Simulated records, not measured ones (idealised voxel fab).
process module | voxel self aligned contacts
Cross-section cut: width 245 nm, square cells of 5 nm.
A cross-section is a grid of square cells, given in bands from the top down. A band is one or more rows of cells. First you get the band's top height and its bottom height, in nm, and then the materials it's made of, left to right, with each width in nm. If you see a single material with "throughout", that one covers the band edge to edge. "air" is empty space. Height datum 0, below which the as-received substrate wafer is one material. Lowest band open at the bottom, running downward: "from 0 down". It should be noted that a width expressed as "30 to 40" varies in equal increments from row to row of cells within the band, taking the value of the first number at the top row and that of the second number at the bottom row. Any step labelled "remained the same" changed none of the cells in the cross-section. In the "Tabulated closed voids" entry, you get each enclosed empty space of 8 cells or more, one with no open way to the top, written width x height at distance, distance from the left edge, in nm. Step line, after settings: the simulator's comment on this step. overlay nm: for a step with a mask, the amount by which the mask lay right of where it was planned; a negative amount means left of it.

[Set out below are the planned steps of the process]
1: RECEIVE,material Si
2: OXIDIZE,depth nm 5
3: DIRECTIONAL_DEP,material polySi,thk nm 20
4: DIRECTIONAL_DEP,material SiN,thk nm 20
5: PATTERN,tone cover,mask id GATE,material resist,width nm 35,pitch nm 60,thk nm 20,overlay nm 0
6: DIRECTIONAL_ETCH,etch materials SiN,depth nm 20
7: DIRECTIONAL_ETCH,etch materials polySi,depth nm 20
8: STRIP,etch materials resist
9: CONFORMAL_DEP,material SiN,thk nm 5
10: DIRECTIONAL_ETCH,etch materials SiN,depth nm 5
11: FILL_DEP,material SiO2,thk nm 10
12: CMP,height nm 45
13: MASKED_ETCH,tone open,mask id CONTACT,width nm 45,etch materials SiO2,depth nm 40,overlay nm 0
14: CONFORMAL_DEP,material TiN,thk nm 5
15: FILL_DEP,material W,thk nm 10
16: CMP,height nm 45
17: CONFORMAL_DEP,material SiN,thk nm 5
varied across the wafers: depth nm of step 13. The plan shows the first wafer's value. All wafers start alike

[Cross-section of the first incoming wafer of several, state after step 1]
from 0 down  Si throughout
Tabulated closed voids: none

[The table below has one row for each wafer; a row shows, as of the end of the module, how many cells of each material the wafer has gained, marked (+), or lost, marked (-), since it was received, and then the wafer's closed voids]
depth nm 40 | -49 Si | +137 SiN | +316 SiO2 | +23 TiN | +7 W | +56 polySi | Tabulated closed voids: none
depth nm 45 | -49 Si | +137 SiN | +313 SiO2 | +25 TiN | +8 W | +56 polySi | Tabulated closed voids: none
depth nm 50 | -49 Si | +137 SiN | +310 SiO2 | +27 TiN | +9 W | +56 polySi | Tabulated closed voids: none
depth nm 55 | -49 Si | +137 SiN | +310 SiO2 | +27 TiN | +9 W | +56 polySi | Tabulated closed voids: none
depth nm 60 | -49 Si | +137 SiN | +310 SiO2 | +27 TiN | +9 W | +56 polySi | Tabulated closed voids: none
depth nm 65 | -49 Si | +137 SiN | +310 SiO2 | +27 TiN | +9 W | +56 polySi | Tabulated closed voids: none
